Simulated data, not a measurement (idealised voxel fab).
process module | voxel capacitor over wiring
The cross-section on display is named cut; it measures 200 nm wide, and its cells are 5 nm squares.
Reading order for cross-sections: top band down to bottom band. Underlying form: a grid of square cells. Band size: one or more rows of cells. Look at the band entry: it leads with the top's height and the bottom's height in nm. Then it lists the materials left to right, with a width in nm for each. The word "edge to edge" on a single material says that material fills the band edge to edge. The word "empty" is empty space. Zero point of the height axis is 0; under it, received wafer = one material. Lowest band: continues down indefinitely, "0 and below". Note: "30 to 40" means the width goes from the first number (top row of the band) to the second number (bottom row) in equal steps per row of cells. When a step is marked "remained the same", none of the cells in the cross-section changed during that step. In "Closed void list" the enclosed voids are listed, meaning empty spaces of 8 cells or larger without any opening to the top. The form is width x height at distance, distance from the left edge, units nm. If you see something after the settings on a step's line, that's the simulator's own remark about that step. overlay nm: for a step with a mask, the amount by which the mask lay right of where it was planned; a negative amount means left of it. Layout of what follows: cross-section pairs, each bracketing one process step, the after cross-section shown only to the lowest band that changed, the step between and its settings noted under each pair. Pairs may originate in different runs of this module on the same starting wafer; a pair continues from the pair above only where its entry headed "State before step" says so.
STATE BEFORE STEP
0 and below  Si edge to edge
Closed void list: none
RESULTANT CROSS-SECTION
15 down to 0  SiO2 edge to edge
Under 0: no change, same as before.
Closed void list: none
Going from one cross-section above to the next, the wafer undergoes CONFORMAL_DEP | material SiO2 | thk nm 15
State before step: The structure entering this step is exactly what the pair just above shows after its step.
RESULTANT CROSS-SECTION
20 down to 15  TiN edge to edge
Under 15: no change, same as before.
Closed void list: none
Going from one cross-section above to the next, the wafer undergoes DIRECTIONAL_DEP | material TiN | thk nm 5
State before step: The structure entering this step is exactly what the pair just above shows after its step.
RESULTANT CROSS-SECTION
40 down to 20  Ru edge to edge
Under 20: no change, same as before.
Closed void list: none
Going from one cross-section above to the next, the wafer undergoes DIRECTIONAL_DEP | material Ru | thk nm 20
State before step: The structure entering this step is exactly what the pair just above shows after its step.
RESULTANT CROSS-SECTION
50 down to 40  aC edge to edge
Under 40: no change, same as before.
Closed void list: none
Going from one cross-section above to the next, the wafer undergoes DIRECTIONAL_DEP | material aC | thk nm 10
State before step: The structure entering this step is exactly what the pair just above shows after its step.
RESULTANT CROSS-SECTION
75 down to 50  empty=35, then resist=30, then empty=70, then resist=30, then empty=35
Under 50: no change, same as before.
Closed void list: none
Going from one cross-section above to the next, the wafer undergoes PATTERN | tone cover | mask id METAL_1 | material resist | width nm 30 | pitch nm 100 | thk nm 25 | overlay nm 0
State before step: The structure entering this step is exactly what the pair just above shows after its step.
RESULTANT CROSS-SECTION
65 down to 50  empty=35, then resist=30, then empty=70, then resist=30, then empty=35
50 down to 40  empty=35, then aC=30, then empty=70, then aC=30, then empty=35
Under 40: no change, same as before.
Closed void list: none
Going from one cross-section above to the next, the wafer undergoes DIRECTIONAL_ETCH | etch materials aC | depth nm 10
State before step: The structure entering this step is exactly what the pair just above shows after its step.
RESULTANT CROSS-SECTION
50 down to 40  empty=35, then aC=30, then empty=70, then aC=30, then empty=35
Under 40: no change, same as before.
Closed void list: none
Going from one cross-section above to the next, the wafer undergoes STRIP | etch materials resist
State before step: The structure entering this step is exactly what the pair just above shows after its step.
RESULTANT CROSS-SECTION
50 down to 40  empty=35, then aC=30, then empty=70, then aC=30, then empty=35
40 down to 20  empty=35, then Ru=30, then empty=70, then Ru=30, then empty=35
Under 20: no change, same as before.
Closed void list: none
Going from one cross-section above to the next, the wafer undergoes DIRECTIONAL_ETCH | etch materials Ru | depth nm 20
State before step: The structure entering this step is exactly what the pair just above shows after its step.
RESULTANT CROSS-SECTION
50 down to 40  empty=35, then aC=30, then empty=70, then aC=30, then empty=35
40 down to 20  empty=35, then Ru=30, then empty=70, then Ru=30, then empty=35
20 down to 15  empty=35, then TiN=30, then empty=70, then TiN=30, then empty=35
Under 15: no change, same as before.
Closed void list: none
Going from one cross-section above to the next, the wafer undergoes DIRECTIONAL_ETCH | etch materials TiN | depth nm 5
State before step: The structure entering this step is exactly what the pair just above shows after its step.
RESULTANT CROSS-SECTION
40 down to 20  empty=35, then Ru=30, then empty=70, then Ru=30, then empty=35
Under 20: no change, same as before.
Closed void list: none
Going from one cross-section above to the next, the wafer undergoes STRIP | etch materials aC
State before step: The structure entering this step is exactly what the pair just above shows after its step.
RESULTANT CROSS-SECTION
50 down to 40  lowk edge to edge
40 down to 20  lowk=35, then Ru=30, then lowk=70, then Ru=30, then lowk=35
20 down to 15  lowk=35, then TiN=30, then lowk=70, then TiN=30, then lowk=35
Under 15: no change, same as before.
Closed void list: none
Going from one cross-section above to the next, the wafer undergoes FILL_DEP | material lowk | thk nm 10
State before step: The structure entering this step is exactly what the pair just above shows after its step.
RESULTANT CROSS-SECTION
40 down to 20  lowk=35, then Ru=30, then lowk=70, then Ru=30, then lowk=35
Under 20: no change, same as before.
Closed void list: none
Going from one cross-section above to the next, the wafer undergoes CMP | height nm 40
State before step: The structure entering this step is exactly what the pair just above shows after its step.
RESULTANT CROSS-SECTION
45 down to 40  SiCN edge to edge
Under 40: no change, same as before.
Closed void list: none
Going from one cross-section above to the next, the wafer undergoes CONFORMAL_DEP | material SiCN | thk nm 5
State before step: The structure entering this step is exactly what the pair just above shows after its step.
RESULTANT CROSS-SECTION
60 down to 45  lowk edge to edge
Under 45: no change, same as before.
Closed void list: none
Going from one cross-section above to the next, the wafer undergoes DIRECTIONAL_DEP | material lowk | thk nm 15
State before step: The structure entering this step is exactly what the pair just above shows after its step.
RESULTANT CROSS-SECTION
75 down to 60  aC edge to edge
Under 60: no change, same as before.
Closed void list: none
Going from one cross-section above to the next, the wafer undergoes DIRECTIONAL_DEP | material aC | thk nm 15
State before step: The structure entering this step is exactly what the pair just above shows after its step.
RESULTANT CROSS-SECTION
110 down to 75  resist=50, then empty=15, then resist=135
Under 75: no change, same as before.
Closed void list: none
Going from one cross-section above to the next, the wafer undergoes PATTERN | tone open | mask id PLUG_1 | material resist | width nm 15 | thk nm 35 | overlay nm 0
State before step: The structure entering this step is exactly what the pair just above shows after its step.
RESULTANT CROSS-SECTION
95 down to 75  resist=50, then empty=15, then resist=135
75 down to 60  aC=50, then empty=15, then aC=135
Under 60: no change, same as before.
Closed void list: none
Going from one cross-section above to the next, the wafer undergoes DIRECTIONAL_ETCH | etch materials aC | depth nm 15
State before step: The structure entering this step is exactly what the pair just above shows after its step.
RESULTANT CROSS-SECTION
75 down to 60  aC=50, then empty=15, then aC=135
Under 60: no change, same as before.
Closed void list: none
Going from one cross-section above to the next, the wafer undergoes STRIP | etch materials resist
State before step: The structure entering this step is exactly what the pair just above shows after its step.
RESULTANT CROSS-SECTION
75 down to 60  aC=50, then empty=15, then aC=135
60 down to 45  lowk=50, then empty=15, then lowk=135
Under 45: no change, same as before.
Closed void list: none
Going from one cross-section above to the next, the wafer undergoes DIRECTIONAL_ETCH | etch materials lowk | depth nm 15
State before step: The structure entering this step is exactly what the pair just above shows after its step.
RESULTANT CROSS-SECTION
75 down to 60  aC=50, then empty=15, then aC=135
60 down to 45  lowk=50, then empty=15, then lowk=135
45 down to 40  SiCN=50, then empty=15, then SiCN=135
Under 40: no change, same as before.
Closed void list: none
Going from one cross-section above to the next, the wafer undergoes DIRECTIONAL_ETCH | etch materials SiCN | depth nm 5
State before step: The structure entering this step is exactly what the pair just above shows after its step.
RESULTANT CROSS-SECTION
60 down to 45  lowk=50, then empty=15, then lowk=135
Under 45: no change, same as before.
Closed void list: none
Going from one cross-section above to the next, the wafer undergoes STRIP | etch materials aC
State before step: The structure entering this step is exactly what the pair just above shows after its step.
RESULTANT CROSS-SECTION
60 down to 50  lowk=50, then empty=15, then lowk=135
50 down to 45  lowk=50, then Ru=15, then lowk=135
45 down to 40  SiCN=50, then Ru=15, then SiCN=135
Under 40: no change, same as before.
Closed void list: none
Going from one cross-section above to the next, the wafer undergoes EPI | material Ru | thk nm 10
State before step: The structure entering this step is exactly what the pair just above shows after its step.
RESULTANT CROSS-SECTION
60 down to 45  lowk=50, then Ru=15, then lowk=135
Under 45: no change, same as before.
Closed void list: none
Going from one cross-section above to the next, the wafer undergoes EPI | material Ru | thk nm 10
State before step: The structure entering this step is exactly what the pair just above shows after its step.
RESULTANT CROSS-SECTION
70 down to 60  TiN edge to edge
Under 60: no change, same as before.
Closed void list: none
Going from one cross-section above to the next, the wafer undergoes DIRECTIONAL_DEP | material TiN | thk nm 10
State before step: The structure entering this step is exactly what the pair just above shows after its step.
RESULTANT CROSS-SECTION
75 down to 70  Al2O3 edge to edge
Under 70: no change, same as before.
Closed void list: none
Going from one cross-section above to the next, the wafer undergoes DIRECTIONAL_DEP | material Al2O3 | thk nm 5
State before step: The structure entering this step is exactly what the pair just above shows after its step.
RESULTANT CROSS-SECTION
80 down to 75  TiN edge to edge
Under 75: no change, same as before.
Closed void list: none
Going from one cross-section above to the next, the wafer undergoes DIRECTIONAL_DEP | material TiN | thk nm 5
State before step: The structure entering this step is exactly what the pair just above shows after its step.
RESULTANT CROSS-SECTION
95 down to 80  empty=50, then resist=75, then empty=75
Under 80: no change, same as before.
Closed void list: none
Going from one cross-section above to the next, the wafer undergoes PATTERN | tone cover | mask id UPPER_PLATE | material resist | width nm 75 | thk nm 15 | overlay nm 0
State before step: The structure entering this step is exactly what the pair just above shows after its step.
RESULTANT CROSS-SECTION
95 down to 80  empty=50, then resist=75, then empty=75
80 down to 75  empty=50, then TiN=75, then empty=75
Under 75: no change, same as before.
Closed void list: none
Going from one cross-section above to the next, the wafer undergoes DIRECTIONAL_ETCH | etch materials TiN | depth nm 5
State before step: The structure entering this step is exactly what the pair just above shows after its step.
RESULTANT CROSS-SECTION
95 down to 80  empty=50, then resist=75, then empty=75
80 down to 75  empty=50, then TiN=75, then empty=75
75 down to 70  empty=50, then Al2O3=75, then empty=75
Under 70: no change, same as before.
Closed void list: none
Going from one cross-section above to the next, the wafer undergoes DIRECTIONAL_ETCH | etch materials Al2O3 | depth nm 5
State before step: The structure entering this step is exactly what the pair just above shows after its step.
RESULTANT CROSS-SECTION
80 down to 75  empty=50, then TiN=75, then empty=75
Under 75: no change, same as before.
Closed void list: none
Going from one cross-section above to the next, the wafer undergoes STRIP | etch materials resist
State before step: The structure entering this step is exactly what the pair just above shows after its step.
RESULTANT CROSS-SECTION
90 down to 80  empty=50, then aC=75, then empty=75
80 down to 75  aC=50, then TiN=75, then aC=75
75 down to 70  aC=50, then Al2O3=75, then aC=75
Under 70: no change, same as before.
Closed void list: none
Going from one cross-section above to the next, the wafer undergoes DIRECTIONAL_DEP | material aC | thk nm 10
State before step: The structure entering this step is exactly what the pair just above shows after its step.
RESULTANT CROSS-SECTION
115 down to 90  empty=45, then resist=85, then empty=70
90 down to 80  empty=45, then resist=5, then aC=75, then resist=5, then empty=70
Under 80: no change, same as before.
Closed void list: none
Going from one cross-section above to the next, the wafer undergoes PATTERN | tone cover | mask id LOWER_PLATE | material resist | width nm 85 | thk nm 25 | overlay nm 0
State before step: The structure entering this step is exactly what the pair just above shows after its step.
RESULTANT CROSS-SECTION
105 down to 90  empty=45, then resist=85, then empty=70
90 down to 80  empty=45, then resist=5, then aC=75, then resist=5, then empty=70
80 down to 75  empty=45, then aC=5, then TiN=75, then aC=5, then empty=70
75 down to 70  empty=45, then aC=5, then Al2O3=75, then aC=5, then empty=70
Under 70: no change, same as before.
Closed void list: none
Going from one cross-section above to the next, the wafer undergoes DIRECTIONAL_ETCH | etch materials aC | depth nm 10
State before step: The structure entering this step is exactly what the pair just above shows after its step.
RESULTANT CROSS-SECTION
90 down to 80  empty=50, then aC=75, then empty=75
Under 80: no change, same as before.
Closed void list: none
Going from one cross-section above to the next, the wafer undergoes STRIP | etch materials resist
State before step: The structure entering this step is exactly what the pair just above shows after its step.
RESULTANT CROSS-SECTION
90 down to 80  empty=50, then aC=75, then empty=75
80 down to 75  empty=45, then aC=5, then TiN=75, then aC=5, then empty=70
75 down to 70  empty=45, then aC=5, then Al2O3=75, then aC=5, then empty=70
70 down to 60  empty=45, then TiN=85, then empty=70
Under 60: no change, same as before.
Closed void list: none
Going from one cross-section above to the next, the wafer undergoes DIRECTIONAL_ETCH | etch materials TiN | depth nm 10
State before step: The structure entering this step is exactly what the pair just above shows after its step.
RESULTANT CROSS-SECTION
80 down to 75  empty=50, then TiN=75, then empty=75
75 down to 70  empty=50, then Al2O3=75, then empty=75
Under 70: no change, same as before.
Closed void list: none
Going from one cross-section above to the next, the wafer undergoes STRIP | etch materials aC
State before step: The structure entering this step is exactly what the pair just above shows after its step.
RESULTANT CROSS-SECTION
95 down to 80  SiO2 edge to edge
80 down to 75  SiO2=50, then TiN=75, then SiO2=75
75 down to 70  SiO2=50, then Al2O3=75, then SiO2=75
70 down to 60  SiO2=45, then TiN=85, then SiO2=70
Under 60: no change, same as before.
Closed void list: none
Going from one cross-section above to the next, the wafer undergoes FILL_DEP | material SiO2 | thk nm 15
State before step: The structure entering this step is exactly what the pair just above shows after its step.
RESULTANT CROSS-SECTION
90 down to 80  SiO2 edge to edge
Under 80: no change, same as before.
Closed void list: none
Going from one cross-section above to the next, the wafer undergoes CMP | height nm 90
State before step: The structure entering this step is exactly what the pair just above shows after its step.
RESULTANT CROSS-SECTION
105 down to 90  aC edge to edge
Under 90: no change, same as before.
Closed void list: none
Going from one cross-section above to the next, the wafer undergoes DIRECTIONAL_DEP | material aC | thk nm 15
State before step: The structure entering this step is exactly what the pair just above shows after its step.
RESULTANT CROSS-SECTION
135 down to 105  resist=60, then empty=15, then resist=125
Under 105: no change, same as before.
Closed void list: none
Going from one cross-section above to the next, the wafer undergoes PATTERN | tone open | mask id PLUG_2 | material resist | width nm 15 | thk nm 30 | overlay nm 0
State before step: The structure entering this step is exactly what the pair just above shows after its step.
RESULTANT CROSS-SECTION
120 down to 105  resist=60, then empty=15, then resist=125
105 down to 90  aC=60, then empty=15, then aC=125
Under 90: no change, same as before.
Closed void list: none
Going from one cross-section above to the next, the wafer undergoes DIRECTIONAL_ETCH | etch materials aC | depth nm 15
State before step: The structure entering this step is exactly what the pair just above shows after its step.
RESULTANT CROSS-SECTION
105 down to 90  aC=60, then empty=15, then aC=125
Under 90: no change, same as before.
Closed void list: none
Going from one cross-section above to the next, the wafer undergoes STRIP | etch materials resist
State before step: The structure entering this step is exactly what the pair just above shows after its step.
RESULTANT CROSS-SECTION
105 down to 90  aC=60, then empty=15, then aC=125
90 down to 80  SiO2=60, then empty=15, then SiO2=125
Under 80: no change, same as before.
Closed void list: none
Going from one cross-section above to the next, the wafer undergoes DIRECTIONAL_ETCH | etch materials SiO2 | depth nm 10
State before step: The structure entering this step is exactly what the pair just above shows after its step.
RESULTANT CROSS-SECTION
90 down to 80  SiO2=60, then empty=15, then SiO2=125
Under 80: no change, same as before.
Closed void list: none
Going from one cross-section above to the next, the wafer undergoes STRIP | etch materials aC
State before step: The structure entering this step is exactly what the pair just above shows after its step.
RESULTANT CROSS-SECTION
95 down to 90  TiN=65, then empty=5, then TiN=130
90 down to 85  SiO2=60, then TiN=5, then empty=5, then TiN=5, then SiO2=125
85 down to 75  SiO2=60 to 50, then TiN=15 to 75, then SiO2=125 to 75
Under 75: no change, same as before.
Closed void list: none
Going from one cross-section above to the next, the wafer undergoes CONFORMAL_DEP | material TiN | thk nm 5
State before step: The structure entering this step is exactly what the pair just above shows after its step.
RESULTANT CROSS-SECTION
105 down to 95  Ru edge to edge
95 down to 90  TiN=65, then Ru=5, then TiN=130
90 down to 85  SiO2=60, then TiN=5, then Ru=5, then TiN=5, then SiO2=125
Under 85: no change, same as before.
Closed void list: none
Going from one cross-section above to the next, the wafer undergoes FILL_DEP | material Ru | thk nm 10
State before step: The structure entering this step is exactly what the pair just above shows after its step.
RESULTANT CROSS-SECTION
90 down to 85  SiO2=60, then TiN=5, then Ru=5, then TiN=5, then SiO2=125
Under 85: no change, same as before.
Closed void list: none
Going from one cross-section above to the next, the wafer undergoes CMP | height nm 90
State before step: The structure entering this step is exactly what the pair just above shows after its step.
RESULTANT CROSS-SECTION
95 down to 90  SiCN edge to edge
Under 90: no change, same as before.
Closed void list: none
Going from one cross-section above to the next, the wafer undergoes CONFORMAL_DEP | material SiCN | thk nm 5
STATE BEFORE STEP
70 down to 60  TiN edge to edge
60 down to 45  lowk=50, then Ru=15, then lowk=135
45 down to 40  SiCN=50, then Ru=15, then SiCN=135
40 down to 20  lowk=35, then Ru=30, then lowk=70, then Ru=30, then lowk=35
20 down to 15  lowk=35, then TiN=30, then lowk=70, then TiN=30, then lowk=35
15 down to 0  SiO2 edge to edge
0 and below  Si edge to edge
Closed void list: none
RESULTANT CROSS-SECTION
75 down to 60  TiN edge to edge
Under 60: no change, same as before.
Closed void list: none
Going from one cross-section above to the next, the wafer undergoes DIRECTIONAL_DEP | material TiN | thk nm 5
State before step: The structure entering this step is exactly what the pair just above shows after its step.
RESULTANT CROSS-SECTION
90 down to 75  empty=50, then resist=75, then empty=75
Under 75: no change, same as before.
Closed void list: none
Going from one cross-section above to the next, the wafer undergoes PATTERN | tone cover | mask id UPPER_PLATE | material resist | width nm 75 | thk nm 15 | overlay nm 0
State before step: The structure entering this step is exactly what the pair just above shows after its step.
RESULTANT CROSS-SECTION
90 down to 75  empty=50, then resist=75, then empty=75
75 down to 70  empty=50, then TiN=75, then empty=75
Under 70: no change, same as before.
Closed void list: none
Going from one cross-section above to the next, the wafer undergoes DIRECTIONAL_ETCH | etch materials TiN | depth nm 5
State before step: The structure entering this step is exactly what the pair just above shows after its step.
RESULTANT CROSS-SECTION
75 down to 70  empty=50, then TiN=75, then empty=75
Under 70: no change, same as before.
Closed void list: none
Going from one cross-section above to the next, the wafer undergoes STRIP | etch materials resist
State before step: The structure entering this step is exactly what the pair just above shows after its step.
RESULTANT CROSS-SECTION
85 down to 80  empty=50, then aC=75, then empty=75
80 down to 75  aC edge to edge
75 down to 70  aC=50, then TiN=75, then aC=75
Under 70: no change, same as before.
Closed void list: none
Going from one cross-section above to the next, the wafer undergoes DIRECTIONAL_DEP | material aC | thk nm 10
State before step: The structure entering this step is exactly what the pair just above shows after its step.
RESULTANT CROSS-SECTION
110 down to 85  empty=45, then resist=85, then empty=70
85 down to 80  empty=45, then resist=5, then aC=75, then resist=5, then empty=70
Under 80: no change, same as before.
Closed void list: none
Going from one cross-section above to the next, the wafer undergoes PATTERN | tone cover | mask id LOWER_PLATE | material resist | width nm 85 | thk nm 25 | overlay nm 0
State before step: The structure entering this step is exactly what the pair just above shows after its step.
RESULTANT CROSS-SECTION
100 down to 85  empty=45, then resist=85, then empty=70
85 down to 80  empty=45, then resist=5, then aC=75, then resist=5, then empty=70
80 down to 75  empty=45, then aC=85, then empty=70
75 down to 70  empty=45, then aC=5, then TiN=75, then aC=5, then empty=70
Under 70: no change, same as before.
Closed void list: none
Going from one cross-section above to the next, the wafer undergoes DIRECTIONAL_ETCH | etch materials aC | depth nm 10
State before step: The structure entering this step is exactly what the pair just above shows after its step.
RESULTANT CROSS-SECTION
85 down to 75  empty=50 to 45, then aC=75 to 85, then empty=75 to 70
Under 75: no change, same as before.
Closed void list: none
Going from one cross-section above to the next, the wafer undergoes STRIP | etch materials resist
State before step: The structure entering this step is exactly what the pair just above shows after its step.
RESULTANT CROSS-SECTION
85 down to 75  empty=50 to 45, then aC=75 to 85, then empty=75 to 70
75 down to 70  empty=45, then aC=5, then TiN=75, then aC=5, then empty=70
70 down to 60  empty=45, then TiN=85, then empty=70
Under 60: no change, same as before.
Closed void list: none
Going from one cross-section above to the next, the wafer undergoes DIRECTIONAL_ETCH | etch materials TiN | depth nm 10
State before step: The structure entering this step is exactly what the pair just above shows after its step.
RESULTANT CROSS-SECTION
75 down to 70  empty=50, then TiN=75, then empty=75
Under 70: no change, same as before.
Closed void list: none
Going from one cross-section above to the next, the wafer undergoes STRIP | etch materials aC
State before step: The structure entering this step is exactly what the pair just above shows after its step.
RESULTANT CROSS-SECTION
90 down to 75  SiO2 edge to edge
75 down to 70  SiO2=50, then TiN=75, then SiO2=75
70 down to 60  SiO2=45, then TiN=85, then SiO2=70
Under 60: no change, same as before.
Closed void list: none
Going from one cross-section above to the next, the wafer undergoes FILL_DEP | material SiO2 | thk nm 15
State before step: The structure entering this step is exactly what the pair just above shows after its step.
RESULTANT CROSS-SECTION
105 down to 90  aC edge to edge
Under 90: no change, same as before.
Closed void list: none
Going from one cross-section above to the next, the wafer undergoes DIRECTIONAL_DEP | material aC | thk nm 15
State before step: The structure entering this step is exactly what the pair just above shows after its step.
RESULTANT CROSS-SECTION
135 down to 105  resist=60, then empty=15, then resist=125
Under 105: no change, same as before.
Closed void list: none
Going from one cross-section above to the next, the wafer undergoes PATTERN | tone open | mask id PLUG_2 | material resist | width nm 15 | thk nm 30 | overlay nm 0
State before step: The structure entering this step is exactly what the pair just above shows after its step.
RESULTANT CROSS-SECTION
120 down to 105  resist=60, then empty=15, then resist=125
105 down to 90  aC=60, then empty=15, then aC=125
Under 90: no change, same as before.
Closed void list: none
Going from one cross-section above to the next, the wafer undergoes DIRECTIONAL_ETCH | etch materials aC | depth nm 15
State before step: The structure entering this step is exactly what the pair just above shows after its step.
RESULTANT CROSS-SECTION
105 down to 90  aC=60, then empty=15, then aC=125
Under 90: no change, same as before.
Closed void list: none
Going from one cross-section above to the next, the wafer undergoes STRIP | etch materials resist
State before step: The structure entering this step is exactly what the pair just above shows after its step.
RESULTANT CROSS-SECTION
105 down to 90  aC=60, then empty=15, then aC=125
90 down to 80  SiO2=60, then empty=15, then SiO2=125
Under 80: no change, same as before.
Closed void list: none
Going from one cross-section above to the next, the wafer undergoes DIRECTIONAL_ETCH | etch materials SiO2 | depth nm 10
State before step: The structure entering this step is exactly what the pair just above shows after its step.
RESULTANT CROSS-SECTION
90 down to 80  SiO2=60, then empty=15, then SiO2=125
Under 80: no change, same as before.
Closed void list: none
Going from one cross-section above to the next, the wafer undergoes STRIP | etch materials aC
State before step: The structure entering this step is exactly what the pair just above shows after its step.
RESULTANT CROSS-SECTION
95 down to 90  TiN=65, then empty=5, then TiN=130
90 down to 85  SiO2=60, then TiN=5, then empty=5, then TiN=5, then SiO2=125
85 down to 80  SiO2=60, then TiN=15, then SiO2=125
Under 80: no change, same as before.
Closed void list: none
Going from one cross-section above to the next, the wafer undergoes CONFORMAL_DEP | material TiN | thk nm 5
State before step: The structure entering this step is exactly what the pair just above shows after its step.
RESULTANT CROSS-SECTION
105 down to 95  Ru edge to edge
95 down to 90  TiN=65, then Ru=5, then TiN=130
90 down to 85  SiO2=60, then TiN=5, then Ru=5, then TiN=5, then SiO2=125
Under 85: no change, same as before.
Closed void list: none
Going from one cross-section above to the next, the wafer undergoes FILL_DEP | material Ru | thk nm 10
State before step: The structure entering this step is exactly what the pair just above shows after its step.
RESULTANT CROSS-SECTION
90 down to 85  SiO2=60, then TiN=5, then Ru=5, then TiN=5, then SiO2=125
Under 85: no change, same as before.
Closed void list: none
Going from one cross-section above to the next, the wafer undergoes CMP | height nm 90
State before step: The structure entering this step is exactly what the pair just above shows after its step.
RESULTANT CROSS-SECTION
95 down to 90  SiCN edge to edge
Under 90: no change, same as before.
Closed void list: none
Going from one cross-section above to the next, the wafer undergoes CONFORMAL_DEP | material SiCN | thk nm 5
STATE BEFORE STEP
60 down to 45  lowk=50, then Ru=15, then lowk=135
45 down to 40  SiCN=50, then Ru=15, then SiCN=135
40 down to 20  lowk=35, then Ru=30, then lowk=70, then Ru=30, then lowk=35
20 down to 15  lowk=35, then TiN=30, then lowk=70, then TiN=30, then lowk=35
15 down to 0  SiO2 edge to edge
0 and below  Si edge to edge
Closed void list: none
RESULTANT CROSS-SECTION
70 down to 60  empty=40, then Ru=35, then empty=125
Under 60: no change, same as before.
Closed void list: none
Going from one cross-section above to the next, the wafer undergoes EPI | material Ru | thk nm 10
State before step: The structure entering this step is exactly what the pair just above shows after its step.
RESULTANT CROSS-SECTION
80 down to 70  empty=40, then TiN=35, then empty=125
70 down to 60  TiN=40, then Ru=35, then TiN=125
Under 60: no change, same as before.
Closed void list: none
Going from one cross-section above to the next, the wafer undergoes DIRECTIONAL_DEP | material TiN | thk nm 10
State before step: The structure entering this step is exactly what the pair just above shows after its step.
RESULTANT CROSS-SECTION
85 down to 80  empty=40, then Al2O3=35, then empty=125
80 down to 75  empty=40, then TiN=35, then empty=125
75 down to 70  Al2O3=40, then TiN=35, then Al2O3=125
Under 70: no change, same as before.
Closed void list: none
Going from one cross-section above to the next, the wafer undergoes DIRECTIONAL_DEP | material Al2O3 | thk nm 5
State before step: The structure entering this step is exactly what the pair just above shows after its step.
RESULTANT CROSS-SECTION
90 down to 85  empty=40, then TiN=35, then empty=125
85 down to 80  empty=40, then Al2O3=35, then empty=125
80 down to 75  TiN edge to edge
Under 75: no change, same as before.
Closed void list: none
Going from one cross-section above to the next, the wafer undergoes DIRECTIONAL_DEP | material TiN | thk nm 5
State before step: The structure entering this step is exactly what the pair just above shows after its step.
RESULTANT CROSS-SECTION
105 down to 90  empty=50, then resist=75, then empty=75
90 down to 85  empty=40, then TiN=35, then resist=50, then empty=75
85 down to 80  empty=40, then Al2O3=35, then resist=50, then empty=75
Under 80: no change, same as before.
Closed void list: none
Going from one cross-section above to the next, the wafer undergoes PATTERN | tone cover | mask id UPPER_PLATE | material resist | width nm 75 | thk nm 15 | overlay nm 0
State before step: The structure entering this step is exactly what the pair just above shows after its step.
RESULTANT CROSS-SECTION
105 down to 90  empty=50, then resist=75, then empty=75
90 down to 85  empty=50, then TiN=25, then resist=50, then empty=75
85 down to 80  empty=40, then Al2O3=35, then resist=50, then empty=75
80 down to 75  empty=40, then TiN=85, then empty=75
Under 75: no change, same as before.
Closed void list: none
Going from one cross-section above to the next, the wafer undergoes DIRECTIONAL_ETCH | etch materials TiN | depth nm 5
State before step: The structure entering this step is exactly what the pair just above shows after its step.
RESULTANT CROSS-SECTION
105 down to 90  empty=50, then resist=75, then empty=75
90 down to 85  empty=50, then TiN=25, then resist=50, then empty=75
85 down to 80  empty=50, then Al2O3=25, then resist=50, then empty=75
80 down to 75  empty=40, then TiN=85, then empty=75
75 down to 70  empty=40, then TiN=35, then Al2O3=50, then empty=75
Under 70: no change, same as before.
Closed void list: none
Going from one cross-section above to the next, the wafer undergoes DIRECTIONAL_ETCH | etch materials Al2O3 | depth nm 5
State before step: The structure entering this step is exactly what the pair just above shows after its step.
RESULTANT CROSS-SECTION
90 down to 85  empty=50, then TiN=25, then empty=125
85 down to 80  empty=50, then Al2O3=25, then empty=125
Under 80: no change, same as before.
Closed void list: none
Going from one cross-section above to the next, the wafer undergoes STRIP | etch materials resist
State before step: The structure entering this step is exactly what the pair just above shows after its step.
RESULTANT CROSS-SECTION
100 down to 90  empty=50, then aC=25, then empty=125
90 down to 85  empty=40, then aC=10, then TiN=25, then aC=50, then empty=75
85 down to 80  empty=40, then aC=10, then Al2O3=25, then aC=50, then empty=75
80 down to 75  aC=40, then TiN=85, then aC=75
75 down to 70  aC=40, then TiN=35, then Al2O3=50, then aC=75
Under 70: no change, same as before.
Closed void list: none
Going from one cross-section above to the next, the wafer undergoes DIRECTIONAL_DEP | material aC | thk nm 10
State before step: The structure entering this step is exactly what the pair just above shows after its step.
RESULTANT CROSS-SECTION
125 down to 100  empty=45, then resist=85, then empty=70
100 down to 90  empty=45, then resist=5, then aC=25, then resist=55, then empty=70
90 down to 85  empty=40, then aC=10, then TiN=25, then aC=50, then resist=5, then empty=70
85 down to 80  empty=40, then aC=10, then Al2O3=25, then aC=50, then resist=5, then empty=70
Under 80: no change, same as before.
Closed void list: none
Going from one cross-section above to the next, the wafer undergoes PATTERN | tone cover | mask id LOWER_PLATE | material resist | width nm 85 | thk nm 25 | overlay nm 0
State before step: The structure entering this step is exactly what the pair just above shows after its step.
RESULTANT CROSS-SECTION
115 down to 100  empty=45, then resist=85, then empty=70
100 down to 90  empty=45, then resist=5, then aC=25, then resist=55, then empty=70
90 down to 85  empty=45, then aC=5, then TiN=25, then aC=50, then resist=5, then empty=70
85 down to 80  empty=45, then aC=5, then Al2O3=25, then aC=50, then resist=5, then empty=70
80 down to 75  empty=40, then TiN=85, then aC=5, then empty=70
75 down to 70  empty=40, then TiN=35, then Al2O3=50, then aC=5, then empty=70
Under 70: no change, same as before.
Closed void list: none
Going from one cross-section above to the next, the wafer undergoes DIRECTIONAL_ETCH | etch materials aC | depth nm 10
State before step: The structure entering this step is exactly what the pair just above shows after its step.
RESULTANT CROSS-SECTION
100 down to 90  empty=50, then aC=25, then empty=125
90 down to 85  empty=45, then aC=5, then TiN=25, then aC=50, then empty=75
85 down to 80  empty=45, then aC=5, then Al2O3=25, then aC=50, then empty=75
Under 80: no change, same as before.
Closed void list: none
Going from one cross-section above to the next, the wafer undergoes STRIP | etch materials resist
State before step: The structure entering this step is exactly what the pair just above shows after its step.
RESULTANT CROSS-SECTION
100 down to 90  empty=50, then aC=25, then empty=125
90 down to 85  empty=45, then aC=5, then TiN=25, then aC=50, then empty=75
85 down to 80  empty=45, then aC=5, then Al2O3=25, then aC=50, then empty=75
80 down to 75  empty=45, then TiN=80, then aC=5, then empty=70
75 down to 70  empty=45, then TiN=30, then Al2O3=50, then aC=5, then empty=70
70 down to 60  empty=40, then Ru=35, then TiN=55, then empty=70
Under 60: no change, same as before.
Closed void list: none
Going from one cross-section above to the next, the wafer undergoes DIRECTIONAL_ETCH | etch materials TiN | depth nm 10
State before step: The structure entering this step is exactly what the pair just above shows after its step.
RESULTANT CROSS-SECTION
90 down to 85  empty=50, then TiN=25, then empty=125
85 down to 80  empty=50, then Al2O3=25, then empty=125
80 down to 75  empty=45, then TiN=80, then empty=75
75 down to 70  empty=45, then TiN=30, then Al2O3=50, then empty=75
Under 70: no change, same as before.
Closed void list: none
Going from one cross-section above to the next, the wafer undergoes STRIP | etch materials aC
State before step: The structure entering this step is exactly what the pair just above shows after its step.
RESULTANT CROSS-SECTION
105 down to 90  SiO2 edge to edge
90 down to 85  SiO2=50, then TiN=25, then SiO2=125
85 down to 80  SiO2=50, then Al2O3=25, then SiO2=125
80 down to 75  SiO2=45, then TiN=80, then SiO2=75
75 down to 70  SiO2=45, then TiN=30, then Al2O3=50, then SiO2=75
70 down to 60  SiO2=40, then Ru=35, then TiN=55, then SiO2=70
Under 60: no change, same as before.
Closed void list: none
Going from one cross-section above to the next, the wafer undergoes FILL_DEP | material SiO2 | thk nm 15
